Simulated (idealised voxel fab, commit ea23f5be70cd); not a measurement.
The following process module bears the name voxel wiring stack.
Each square cell in cross-section cut measures 5 nm, and the section as a whole is 195 nm wide.
We lay out every cross-section as a grid of square cells and spell it out in bands from the top down, where one band means one or more rows of cells.
Heads up on the band format: heights come first, top then bottom, in nm. After that it's the materials left to right, each with its width in nm. A single material flagged "full width" fills the whole band edge to edge, and "empty" means there's empty space there.
Heights are measured from 0, the level below which the as-received wafer is all one material; the lowest band has no bottom and continues downward, written as in "top 0, no bottom".
A width such as "30 to 40" changes by the same amount from each row of cells to the next, from the band's top row to its bottom row.
"stayed the same", as given for a step, is the statement that not any cell of the cross-section underwent a change during that step.
What "Fully sealed voids" gives you is every empty space of 8 cells or more that is cut off from the top. Each appears as width x height at distance, with the distance taken from the left edge and width, height and distance all in nm.
Post-settings text on a step line: simulator's own remark regarding the step.
The "overlay nm" setting may appear on a step's line; for a step that uses a mask, it gives how far to the right of its planned position the mask lay, and a negative value indicates the left.
So here's the lineup of process steps we planned
1: RECEIVE (material Si)
2: CONFORMAL_DEP (material SiO2; thk nm 15)
3: CONFORMAL_DEP (material SiN; thk nm 5)
4: DIRECTIONAL_DEP (material SiO2; thk nm 25)
5: DIRECTIONAL_DEP (material aC; thk nm 10)
6: PATTERN (tone open; mask id METAL_1; material resist; width nm 25; pitch nm 45; thk nm 25; overlay nm 0)
7: DIRECTIONAL_ETCH (etch materials aC; depth nm 10)
8: STRIP (etch materials resist)
9: DIRECTIONAL_ETCH (etch materials SiO2; depth nm 25)
10: DIRECTIONAL_ETCH (etch materials SiN; depth nm 5)
11: STRIP (etch materials aC)
12: CONFORMAL_DEP (material TiN; thk nm 5)
13: FILL_DEP (material Ru; thk nm 5)
14: CMP (height nm 45)
15: EPI (material Ru; thk nm 5)
16: FILL_DEP (material SiCN; thk nm 5)
17: DIRECTIONAL_DEP (material SiO2; thk nm 30)
18: DIRECTIONAL_DEP (material aC; thk nm 15)
19: PATTERN (tone open; mask id METAL_2; material resist; width nm 25; pitch nm 45; thk nm 30; overlay nm 0)
20: DIRECTIONAL_ETCH (etch materials aC; depth nm 15)
21: STRIP (etch materials resist)
22: DIRECTIONAL_ETCH (etch materials SiO2; depth nm 15)
23: STRIP (etch materials aC)
24: DIRECTIONAL_DEP (material aC; thk nm 10)
25: PATTERN (tone open; mask id METAL_2_HOLES; material resist; width nm 15; pitch nm 90; thk nm 30; overlay nm 0)
26: DIRECTIONAL_ETCH (etch materials aC; depth nm 10)
27: STRIP (etch materials resist)
28: DIRECTIONAL_ETCH (etch materials SiO2; depth nm 15)
29: DIRECTIONAL_ETCH (etch materials SiCN; depth nm 5)
30: STRIP (etch materials aC)
31: CONFORMAL_DEP (material TiN; thk nm 5)
32: FILL_DEP (material Cu; thk nm 5)
33: CMP (height nm 85)
34: CONFORMAL_DEP (material SiCN; thk nm 5)
35: DIRECTIONAL_DEP (material lowk; thk nm 10)
36: DIRECTIONAL_DEP (material aC; thk nm 15)
37: PATTERN (tone open; mask id PLUG_2; material resist; width nm 15; pitch nm 45; thk nm 30; overlay nm 0)
38: DIRECTIONAL_ETCH (etch materials aC; depth nm 15)
39: STRIP (etch materials resist)
40: DIRECTIONAL_ETCH (etch materials lowk; depth nm 10)
41: DIRECTIONAL_ETCH (etch materials SiCN; depth nm 5)
42: STRIP (etch materials aC)
43: CONFORMAL_DEP (material TiN; thk nm 5)
44: FILL_DEP (material Ru; thk nm 10)
45: CMP (height nm 100)
46: DIRECTIONAL_DEP (material TiN; thk nm 5)
47: DIRECTIONAL_DEP (material W; thk nm 15)
48: MASKED_ETCH (tone cover; mask id METAL_3; width nm 25; pitch nm 45; etch materials W; depth nm 15; overlay nm 0)
49: MASKED_ETCH (tone cover; mask id METAL_3; width nm 25; pitch nm 45; etch materials TiN; depth nm 5; overlay nm 0)
50: CONFORMAL_DEP (material SiN; thk nm 5)
51: FILL_DEP (material lowk; thk nm 5)
52: CMP (height nm 120)
53: CONFORMAL_DEP (material SiN; thk nm 5)
Incoming wafer, cross-sectional view, post step 1
top 0, no bottom  Si full width
Fully sealed voids: none
The first of two wafers, cross-sectioned at the end of the module, with the run proceeding as planned
top 125, bottom 120  SiN full width
top 120, bottom 105  lowk (35) / SiN (5) / W (25) / SiN (5) / lowk (10) / SiN (5) / W (25) / SiN (5) / lowk (10) / SiN (5) / W (25) / SiN (5) / lowk (35)
top 105, bottom 100  SiN (40) / TiN (25) / SiN (20) / TiN (25) / SiN (20) / TiN (25) / SiN (40)
top 100, bottom 90  lowk (40) / TiN (5) / Ru (5) / TiN (5) / lowk (30) / TiN (5) / Ru (5) / TiN (5) / lowk (30) / TiN (5) / Ru (5) / TiN (5) / lowk (50)
top 90, bottom 85  SiCN (40) / TiN (15) / SiCN (30) / TiN (15) / SiCN (30) / TiN (15) / SiCN (50)
top 85, bottom 75  SiO2 (40) / TiN (5) / Cu (15) / TiN (5) / SiO2 (20) / TiN (5) / Cu (15) / TiN (5) / SiO2 (20) / TiN (5) / Cu (15) / TiN (5) / SiO2 (40)
top 75, bottom 70  SiO2 (40) / TiN (5) / Cu (5) / TiN (15) / SiO2 (20) / TiN (25) / SiO2 (20) / TiN (5) / Cu (5) / TiN (15) / SiO2 (40)
top 70, bottom 55  SiO2 (40) / TiN (5) / Cu (5) / TiN (5) / SiO2 (75) / TiN (5) / Cu (5) / TiN (5) / SiO2 (50)
top 55, bottom 50  SiCN (40) / TiN (15) / SiCN (75) / TiN (15) / SiCN (50)
top 50, bottom 45  SiCN (35) / Ru (35) / SiCN (10) / Ru (35) / SiCN (10) / Ru (35) / SiCN (35)
top 45, bottom 20  SiO2 (40) / TiN (5) / Ru (15) / TiN (5) / SiO2 (20) / TiN (5) / Ru (15) / TiN (5) / SiO2 (20) / TiN (5) / Ru (15) / TiN (5) / SiO2 (40)
top 20, bottom 15  SiN (40) / TiN (25) / SiN (20) / TiN (25) / SiN (20) / TiN (25) / SiN (40)
top 15, bottom 0  SiO2 full width
top 0, no bottom  Si full width
Fully sealed voids: none
This is the second of the two wafers, cross-sectioned at the end of the module; it started exactly like the first and was given the same plan, but it was run with one mistake
top 125, bottom 120  SiN full width
top 120, bottom 105  lowk (35) / SiN (5) / W (25) / SiN (5) / lowk (10) / SiN (5) / W (25) / SiN (5) / lowk (10) / SiN (5) / W (25) / SiN (5) / lowk (35)
top 105, bottom 100  SiN (40) / TiN (25) / SiN (20) / TiN (25) / SiN (20) / TiN (25) / SiN (40)
top 100, bottom 90  lowk (45) / TiN (5) / Ru (5) / TiN (5) / lowk (30) / TiN (5) / Ru (5) / TiN (5) / lowk (30) / TiN (5) / Ru (5) / TiN (5) / lowk (45)
top 90, bottom 85  SiCN (45) / TiN (15) / SiCN (30) / TiN (15) / SiCN (30) / TiN (15) / SiCN (45)
top 85, bottom 75  SiO2 (40) / TiN (5) / Cu (15) / TiN (5) / SiO2 (20) / TiN (5) / Cu (15) / TiN (5) / SiO2 (20) / TiN (5) / Cu (15) / TiN (5) / SiO2 (40)
top 75, bottom 70  SiO2 (40) / TiN (5) / Cu (5) / TiN (15) / SiO2 (20) / TiN (25) / SiO2 (20) / TiN (5) / Cu (5) / TiN (15) / SiO2 (40)
top 70, bottom 55  SiO2 (40) / TiN (5) / Cu (5) / TiN (5) / SiO2 (75) / TiN (5) / Cu (5) / TiN (5) / SiO2 (50)
top 55, bottom 50  SiCN (40) / TiN (15) / SiCN (75) / TiN (15) / SiCN (50)
top 50, bottom 45  SiCN (35) / Ru (35) / SiCN (10) / Ru (35) / SiCN (10) / Ru (35) / SiCN (35)
top 45, bottom 20  SiO2 (40) / TiN (5) / Ru (15) / TiN (5) / SiO2 (20) / TiN (5) / Ru (15) / TiN (5) / SiO2 (20) / TiN (5) / Ru (15) / TiN (5) / SiO2 (40)
top 20, bottom 15  SiN (40) / TiN (25) / SiN (20) / TiN (25) / SiN (20) / TiN (25) / SiN (40)
top 15, bottom 0  SiO2 full width
top 0, no bottom  Si full width
Fully sealed voids: none
Nonconformance to the process plan: step 37 was run on a setting that differed from the plan, and what really ran there is PATTERN (tone open; mask id PLUG_2; material resist; width nm 15; pitch nm 45; thk nm 30; overlay nm 5)
End check, second vs first wafer: material counts in cells match, positions do not.
